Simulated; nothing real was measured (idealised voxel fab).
The following is a process module called voxel self aligned contacts.
The figure presents cross-section cut, which has a width of 255 nm and is divided into square cells with an edge length of 5 nm.
Just so we're on the same page, the cross-sections are grids of square cells, and they're listed out in bands top to bottom, each band one or more rows deep.
Per band: top height and bottom height in nm, followed by the left-to-right materials and their widths in nm; "throughout" marks a single material spanning edge to edge, "empty" marks empty space.
It should be noted that heights are counted from 0, beneath which the wafer as supplied is of one material throughout, and that the lowest band possesses no lower boundary but continues downward, as written in "0 and below".
A two-number width, for instance "30 to 40", indicates that the width is equal to the first number in the top row of the band and to the second number in the bottom row, and that it changes by a constant amount per row of cells.
"nothing changed" -> step changed no cross-section cell.
Entry "Catalogued sealed voids". Content: empty spaces with no open connection to the top, size 8 cells or greater. Each: width x height at distance. Distance: from left edge. Unit: nm.
Anything after a step's settings on that line? It's the simulator's own note about the step.
The optional step-line setting "overlay nm" applies to steps with a mask and quantifies how far to the right of its planned location the mask lay, a negative value indicating leftward placement.

LIST OF PLANNED PROCESS STEPS
1: RECEIVE | material Si
2: CONFORMAL_DEP | material SiO2 | thk nm 5
3: DIRECTIONAL_DEP | material polySi | thk nm 25
4: DIRECTIONAL_DEP | material SiN | thk nm 25
5: PATTERN | tone cover | mask id GATE | material resist | width nm 35 | pitch nm 75 | thk nm 15 | overlay nm 0
6: DIRECTIONAL_ETCH | etch materials SiN | depth nm 25
7: DIRECTIONAL_ETCH | etch materials polySi | depth nm 25
8: STRIP | etch materials resist
9: CONFORMAL_DEP | material SiN | thk nm 10
10: DIRECTIONAL_ETCH | etch materials SiN | depth nm 10
11: FILL_DEP | material SiO2 | thk nm 15
12: CMP | height nm 65
13: MASKED_ETCH | tone open | mask id CONTACT | width nm 50 | pitch nm 75 | etch materials SiO2 | depth nm 65 | overlay nm 0
14: CONFORMAL_DEP | material TiN | thk nm 5
15: FILL_DEP | material Ru | thk nm 10
16: CMP | height nm 65
17: CONFORMAL_DEP | material SiN | thk nm 5

AS RECEIVED, AFTER STEP 1
* 0 and below: Si throughout
* Catalogued sealed voids: none

FIRST WAFER AT THE END, AS PLANNED
* 70 down to 65: SiN throughout
* 65 down to 55: SiO2: 65  TiN: 5 to 20  Ru: 40 to 10  TiN: 5 to 20  SiO2: 25  TiN: 5 to 20  Ru: 40 to 10  TiN: 5 to 20  SiO2: 65
* 55 down to 30: SiO2: 25  SiN: 55  TiN: 5  Ru: 10  TiN: 5  SiN: 55  TiN: 5  Ru: 10  TiN: 5  SiN: 55  SiO2: 25
* 30 down to 5: SiO2: 25  SiN: 10  polySi: 35  SiN: 10  TiN: 5  Ru: 10  TiN: 5  SiN: 10  polySi: 35  SiN: 10  TiN: 5  Ru: 10  TiN: 5  SiN: 10  polySi: 35  SiN: 10  SiO2: 25
* 5 down to 0: SiO2: 80  TiN: 20  SiO2: 55  TiN: 20  SiO2: 80
* 0 and below: Si throughout
* Catalogued sealed voids: none

NOW THE SECOND WAFER, CROSS-SECTIONED AT THE END OF THE MODULE. NOTHING DIFFERENT AT THE START, NOTHING DIFFERENT IN THE PLAN COMPARED WITH THE FIRST, JUST ONE MISTAKE WHEN IT WAS ACTUALLY RUN
* 70 down to 65: SiN throughout
* 65 down to 60: Ru: 60  TiN: 5  SiO2: 50  TiN: 5  Ru: 15  TiN: 5  SiO2: 50  TiN: 5  Ru: 60
* 60 down to 55: Ru: 20  TiN: 45  SiO2: 50  TiN: 25  SiO2: 50  TiN: 45  Ru: 20
* 55 down to 30: Ru: 20  TiN: 5  SiN: 55  SiO2: 20  SiN: 55  SiO2: 20  SiN: 55  TiN: 5  Ru: 20
* 30 down to 5: Ru: 20  TiN: 5  SiN: 10  polySi: 35  SiN: 10  SiO2: 20  SiN: 10  polySi: 35  SiN: 10  SiO2: 20  SiN: 10  polySi: 35  SiN: 10  TiN: 5  Ru: 20
* 5 down to 0: TiN: 25  SiO2: 205  TiN: 25
* 0 and below: Si throughout
* Catalogued sealed voids: none
What was the processing mistake? in deviation from the planned setting, step 13 was conducted as MASKED_ETCH | tone cover | mask id CONTACT | width nm 50 | pitch nm 75 | etch materials SiO2 | depth nm 65 | overlay nm 0
Heads up, by the end the second wafer has more or fewer cells of some materials compared to the first: Ru: 55 more; SiO2: 44 fewer; TiN: 11 fewer
